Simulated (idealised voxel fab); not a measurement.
process module | voxel transistor to metal
We display cut, a cross-section 260 nm in width whose square cells are each 5 nm.
Think of the cross-section as a grid of square cells. We describe it in bands, top to bottom, and each band covers one or more rows of those cells.
The entry gives the band's vertical extent as a top height and a bottom height in nm, then its horizontal make-up as materials from left to right, each with a width in nm. "empty" stands for empty space; a single material marked "full width" fills the band edge to edge.
The level at which height equals 0 is the one under which the wafer, as it arrives, is entirely one material. No lower edge exists for the bottom band, which continues downward and is notated as in "0 -> down".
A width given as "30..40" starts at the first number in the band's top row and ends at the second number in its bottom row, shifting by an equal amount at every step from row to row.
Where a step carries "no change occurred", the cross-section came out of it unchanged, cell for cell.
Entry "Closed-off voids". Content: empty spaces with no open connection to the top, size 8 cells or greater. Each: width x height at distance. Distance: from left edge. Unit: nm.
That trailing text on a step's line, after the settings, is the simulator's own remark on the step.
On any step carrying a mask, the "overlay nm" setting, if present on the step's line, tells how far right of its planned place the mask lay; negative values point to the left.
# This section lists the process steps that were planned
1) RECEIVE: material Si
2) CONFORMAL_DEP: material SiO2, thk nm 5
3) CONFORMAL_DEP: material SiN, thk nm 15
4) DIRECTIONAL_DEP: material aC, thk nm 15
5) PATTERN: tone cover, mask id ACTIVE, material resist, width nm 105, pitch nm 125, thk nm 35, overlay nm 0
6) DIRECTIONAL_ETCH: etch materials aC, depth nm 15
7) STRIP: etch materials resist
8) DIRECTIONAL_ETCH: etch materials SiN, depth nm 15
9) DIRECTIONAL_ETCH: etch materials SiO2, depth nm 5
10) DIRECTIONAL_ETCH: etch materials Si, depth nm 30
11) STRIP: etch materials aC
12) FILL_DEP: material SiO2, thk nm 10
13) CMP: height nm 20
14) SELECTIVE_ETCH: etch materials SiO2, depth nm 5
15) STRIP: etch materials SiN
16) SELECTIVE_ETCH: etch materials SiO2, depth nm 5
17) OXIDIZE: depth nm 5
18) DIRECTIONAL_DEP: material polySi, thk nm 25
19) DIRECTIONAL_DEP: material SiCN, thk nm 10
20) MASKED_ETCH: tone cover, mask id GATE, width nm 15, pitch nm 125, etch materials SiCN, depth nm 20, overlay nm 0
21) MASKED_ETCH: tone cover, mask id GATE, width nm 15, pitch nm 125, etch materials polySi, depth nm 35, overlay nm 0
22) CONFORMAL_DEP: material SiN, thk nm 5
23) DIRECTIONAL_ETCH: etch materials SiN, depth nm 5
24) DIRECTIONAL_ETCH: etch materials SiO2, depth nm 5
25) EPI: material nSi, thk nm 5
26) FILL_DEP: material SiO2, thk nm 10
27) CMP: height nm 35
28) DIRECTIONAL_DEP: material SiO2, thk nm 10
29) DIRECTIONAL_DEP: material aC, thk nm 10
30) PATTERN: tone open, mask id CONTACT, material resist, width nm 20, thk nm 25, overlay nm 0
31) DIRECTIONAL_ETCH: etch materials aC, depth nm 10
32) STRIP: etch materials resist
33) DIRECTIONAL_ETCH: etch materials SiO2, depth nm 45
34) STRIP: etch materials aC
35) CONFORMAL_DEP: material TiN, thk nm 5
36) FILL_DEP: material W, thk nm 10
37) CMP: height nm 45
38) DIRECTIONAL_DEP: material TiN, thk nm 5
39) DIRECTIONAL_DEP: material W, thk nm 20
40) MASKED_ETCH: tone cover, mask id METAL_1, width nm 20, etch materials W, depth nm 20, overlay nm 0
41) MASKED_ETCH: tone cover, mask id METAL_1, width nm 20, etch materials TiN, depth nm 5, overlay nm 0
42) FILL_DEP: material lowk, thk nm 5
43) CMP: height nm 70
44) CONFORMAL_DEP: material SiCN, thk nm 5
45) DIRECTIONAL_DEP: material SiO2, thk nm 25
46) PATTERN: tone open, mask id METAL_2, material resist, width nm 20, pitch nm 125, thk nm 15, overlay nm 0
47) DIRECTIONAL_ETCH: etch materials SiO2, depth nm 15
48) STRIP: etch materials resist
49) PATTERN: tone open, mask id METAL_2_HOLES, material resist, width nm 15, pitch nm 125, thk nm 20, overlay nm 0
50) DIRECTIONAL_ETCH: etch materials SiO2, depth nm 10
51) DIRECTIONAL_ETCH: etch materials SiCN, depth nm 5
52) STRIP: etch materials resist
53) CONFORMAL_DEP: material TiN, thk nm 5
54) FILL_DEP: material Ru, thk nm 10
55) CMP: height nm 100
56) CONFORMAL_DEP: material SiN, thk nm 5
# As-received wafer cross-section (after step 1)
    0 -> down | Si full width
    Closed-off voids: none
# first wafer at the end, as planned
    105 -> 100 | SiN full width
    100 -> 90 | SiO2 20 nm  TiN 5 nm  Ru 10 nm  TiN 5 nm  SiO2 105 nm  TiN 5 nm  Ru 10 nm  TiN 5 nm  SiO2 95 nm
    90 -> 85 | SiO2 20 nm  TiN 5 nm  Ru 5 nm  TiN 10 nm  SiO2 105 nm  TiN 5 nm  Ru 5 nm  TiN 10 nm  SiO2 95 nm
    85 -> 75 | SiO2 20 nm  TiN 5 nm  Ru 5 nm  TiN 5 nm  SiO2 110 nm  TiN 5 nm  Ru 5 nm  TiN 5 nm  SiO2 100 nm
    75 -> 70 | SiCN 20 nm  TiN 15 nm  SiCN 110 nm  TiN 15 nm  SiCN 100 nm
    70 -> 50 | lowk 20 nm  W 20 nm  lowk 55 nm  W 20 nm  lowk 30 nm  W 20 nm  lowk 55 nm  W 20 nm  lowk 20 nm
    50 -> 45 | lowk 20 nm  TiN 20 nm  lowk 55 nm  TiN 20 nm  lowk 30 nm  TiN 20 nm  lowk 55 nm  TiN 20 nm  lowk 20 nm
    45 -> 35 | SiO2 20 nm  TiN 5 nm  W 10 nm  TiN 5 nm  SiO2 55 nm  TiN 5 nm  W 10 nm  TiN 5 nm  SiO2 30 nm  TiN 5 nm  W 10 nm  TiN 5 nm  SiO2 55 nm  TiN 5 nm  W 10 nm  TiN 5 nm  SiO2 20 nm
    35 -> 25 | SiO2 20 nm  TiN 5 nm  W 10 nm  TiN 5 nm  SiO2 15 nm  SiN 5 nm  SiCN 15 nm  SiN 5 nm  SiO2 15 nm  TiN 5 nm  W 10 nm  TiN 5 nm  SiO2 30 nm  TiN 5 nm  W 10 nm  TiN 5 nm  SiO2 15 nm  SiN 5 nm  SiCN 15 nm  SiN 5 nm  SiO2 15 nm  TiN 5 nm  W 10 nm  TiN 5 nm  SiO2 20 nm
    25 -> 10 | SiO2 20 nm  TiN 5 nm  W 10 nm  TiN 5 nm  SiO2 15 nm  SiN 5 nm  polySi 15 nm  SiN 5 nm  SiO2 15 nm  TiN 5 nm  W 10 nm  TiN 5 nm  SiO2 30 nm  TiN 5 nm  W 10 nm  TiN 5 nm  SiO2 15 nm  SiN 5 nm  polySi 15 nm  SiN 5 nm  SiO2 15 nm  TiN 5 nm  W 10 nm  TiN 5 nm  SiO2 20 nm
    10 -> 5 | SiO2 10 nm  SiN 5 nm  SiO2 5 nm  TiN 5 nm  W 10 nm  TiN 5 nm  SiO2 15 nm  SiN 5 nm  polySi 15 nm  SiN 5 nm  SiO2 15 nm  TiN 5 nm  W 10 nm  TiN 5 nm  SiO2 5 nm  SiN 5 nm  SiO2 10 nm  SiN 5 nm  SiO2 5 nm  TiN 5 nm  W 10 nm  TiN 5 nm  SiO2 15 nm  SiN 5 nm  polySi 15 nm  SiN 5 nm  SiO2 15 nm  TiN 5 nm  W 10 nm  TiN 5 nm  SiO2 5 nm  SiN 5 nm  SiO2 10 nm
    5 -> 0 | SiO2 10 nm  SiN 5 nm  SiO2 5 nm  TiN 20 nm  SiO2 15 nm  SiN 5 nm  polySi 15 nm  SiN 5 nm  SiO2 15 nm  TiN 20 nm  SiO2 5 nm  SiN 5 nm  SiO2 10 nm  SiN 5 nm  SiO2 5 nm  TiN 20 nm  SiO2 15 nm  SiN 5 nm  polySi 15 nm  SiN 5 nm  SiO2 15 nm  TiN 20 nm  SiO2 5 nm  SiN 5 nm  SiO2 10 nm
    0 -> -5 | SiO2 15 nm  nSi 40 nm  SiO2 25 nm  nSi 40 nm  SiO2 20 nm  nSi 40 nm  SiO2 25 nm  nSi 40 nm  SiO2 15 nm
    -5 -> -30 | SiO2 15 nm  Si 105 nm  SiO2 20 nm  Si 105 nm  SiO2 15 nm
    -30 -> down | Si full width
    Closed-off voids: none
# Cross-section, wafer two of two, end of module: same start and plan as wafer one, one error in execution
    105 -> 100 | SiN full width
    100 -> 90 | SiO2 20 nm  TiN 5 nm  Ru 10 nm  TiN 5 nm  SiO2 105 nm  TiN 5 nm  Ru 10 nm  TiN 5 nm  SiO2 95 nm
    90 -> 85 | SiO2 20 nm  TiN 5 nm  Ru 5 nm  TiN 10 nm  SiO2 105 nm  TiN 5 nm  Ru 5 nm  TiN 10 nm  SiO2 95 nm
    85 -> 75 | SiO2 20 nm  TiN 5 nm  Ru 5 nm  TiN 5 nm  SiO2 110 nm  TiN 5 nm  Ru 5 nm  TiN 5 nm  SiO2 100 nm
    75 -> 70 | SiCN 20 nm  TiN 15 nm  SiCN 110 nm  TiN 15 nm  SiCN 100 nm
    70 -> 50 | lowk 20 nm  W 20 nm  lowk 55 nm  W 20 nm  lowk 30 nm  W 20 nm  lowk 55 nm  W 20 nm  lowk 20 nm
    50 -> 45 | lowk 20 nm  TiN 20 nm  lowk 55 nm  TiN 20 nm  lowk 30 nm  TiN 20 nm  lowk 55 nm  TiN 20 nm  lowk 20 nm
    45 -> 35 | SiO2 20 nm  TiN 5 nm  W 10 nm  TiN 5 nm  SiO2 55 nm  TiN 5 nm  W 10 nm  TiN 5 nm  SiO2 30 nm  TiN 5 nm  W 10 nm  TiN 5 nm  SiO2 55 nm  TiN 5 nm  W 10 nm  TiN 5 nm  SiO2 20 nm
    35 -> 25 | SiO2 20 nm  TiN 5 nm  W 10 nm  TiN 5 nm  SiO2 15 nm  SiN 5 nm  SiCN 15 nm  SiN 5 nm  SiO2 15 nm  TiN 5 nm  W 10 nm  TiN 5 nm  SiO2 30 nm  TiN 5 nm  W 10 nm  TiN 5 nm  SiO2 15 nm  SiN 5 nm  SiCN 15 nm  SiN 5 nm  SiO2 15 nm  TiN 5 nm  W 10 nm  TiN 5 nm  SiO2 20 nm
    25 -> 10 | SiO2 20 nm  TiN 5 nm  W 10 nm  TiN 5 nm  SiO2 15 nm  SiN 5 nm  polySi 15 nm  SiN 5 nm  SiO2 15 nm  TiN 5 nm  W 10 nm  TiN 5 nm  SiO2 30 nm  TiN 5 nm  W 10 nm  TiN 5 nm  SiO2 15 nm  SiN 5 nm  polySi 15 nm  SiN 5 nm  SiO2 15 nm  TiN 5 nm  W 10 nm  TiN 5 nm  SiO2 20 nm
    10 -> 5 | SiO2 10 nm  SiN 5 nm  SiO2 5 nm  TiN 5 nm  W 10 nm  TiN 5 nm  SiO2 15 nm  SiN 5 nm  polySi 15 nm  SiN 5 nm  SiO2 15 nm  TiN 5 nm  W 10 nm  TiN 5 nm  SiO2 5 nm  SiN 5 nm  SiO2 10 nm  SiN 5 nm  SiO2 5 nm  TiN 5 nm  W 10 nm  TiN 5 nm  SiO2 15 nm  SiN 5 nm  polySi 15 nm  SiN 5 nm  SiO2 15 nm  TiN 5 nm  W 10 nm  TiN 5 nm  SiO2 5 nm  SiN 5 nm  SiO2 10 nm
    5 -> 0 | SiO2 10 nm  SiN 5 nm  SiO2 5 nm  TiN 20 nm  SiO2 15 nm  SiN 5 nm  polySi 15 nm  SiN 5 nm  SiO2 15 nm  TiN 20 nm  SiO2 5 nm  SiN 5 nm  SiO2 10 nm  SiN 5 nm  SiO2 5 nm  TiN 20 nm  SiO2 15 nm  SiN 5 nm  polySi 15 nm  SiN 5 nm  SiO2 15 nm  TiN 20 nm  SiO2 5 nm  SiN 5 nm  SiO2 10 nm
    0 -> -5 | SiO2 15 nm  nSi 40 nm  SiO2 25 nm  nSi 40 nm  SiO2 20 nm  nSi 40 nm  SiO2 25 nm  nSi 40 nm  SiO2 15 nm
    -5 -> -25 | SiO2 15 nm  Si 105 nm  SiO2 20 nm  Si 105 nm  SiO2 15 nm
    -25 -> down | Si full width
    Closed-off voids: none
Plan not followed: planned and actual differ for step 10; actual: DIRECTIONAL_ETCH: etch materials Si, depth nm 25
Upon completion, the second wafer contains, in terms of cells, a greater or smaller amount of certain materials than the first wafer: +10 Si | -10 SiO2
